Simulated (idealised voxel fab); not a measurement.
Proc. module: voxel released beams
For reference, the cross-section in this document is cut, with width 200 nm and square cells of 5 nm.
A cross-section is written here as square cells arranged in a grid, and it is given in bands from the top down, each band taking up one or more rows of cells.
Heads up on the band format: heights come first, top then bottom, in nm. After that it's the materials left to right, each with its width in nm. A single material flagged "edge to edge" fills the whole band edge to edge, and "air" means there's empty space there.
For the purposes of this specification, 0 denotes the height below which the wafer in its as-received condition is composed wholly of one material, and the lowermost band, lacking a lower limit, extends downward without end, as expressed in "0 -> down".
With a width like "30 to 40", each row of cells in the band differs from the next by the same amount, the top row carrying the first number and the bottom row the second.
No cell of the cross-section changed in a step that is given as "no modification".
In "Closed-off voids" the enclosed voids are listed, meaning empty spaces of 8 cells or larger without any opening to the top. The form is width x height at distance, distance from the left edge, units nm.
The remark found on a step's line after its settings is issued by the simulator itself and pertains to that step.
overlay nm: mask right of planned place by this much (step with mask). Neg. = left.

### Intended process steps
1) RECEIVE,material Si
2) CONFORMAL_DEP,material SiN,thk nm 5
3) DIRECTIONAL_DEP,material SiO2,thk nm 20
4) DIRECTIONAL_DEP,material aC,thk nm 15
5) PATTERN,tone open,mask id ANCHOR,material resist,width nm 35,thk nm 30,overlay nm 0
6) DIRECTIONAL_ETCH,etch materials aC,depth nm 15
7) STRIP,etch materials resist
8) DIRECTIONAL_ETCH,etch materials SiO2,depth nm 20
9) STRIP,etch materials aC
10) CONFORMAL_DEP,material TiN,thk nm 15
11) PATTERN,tone cover,mask id BEAM,material resist,width nm 80,thk nm 20,overlay nm 0
12) DIRECTIONAL_ETCH,etch materials TiN,depth nm 15
13) STRIP,etch materials resist
14) STRIP,etch materials SiO2

### as received, after step 1
- 0 -> down = Si edge to edge
- Closed-off voids: none

### End-of-module cross-section. Starting structure and process plan as above; one mistake made in running it
- 40 -> 25 = air: 55 | TiN: 15 | air: 15 | TiN: 50 | air: 65
- 25 -> 20 = air: 55 | TiN: 15 | air: 15 | TiN: 15 | air: 100
- 20 -> 5 = air: 55 | TiN: 45 | air: 100
- 5 -> 0 = SiN edge to edge
- 0 -> down = Si edge to edge
- Closed-off voids: none
Misprocessing identified: in deviation from the planned setting, step 5 was conducted as PATTERN,tone open,mask id ANCHOR,material resist,width nm 45,thk nm 30,overlay nm 0
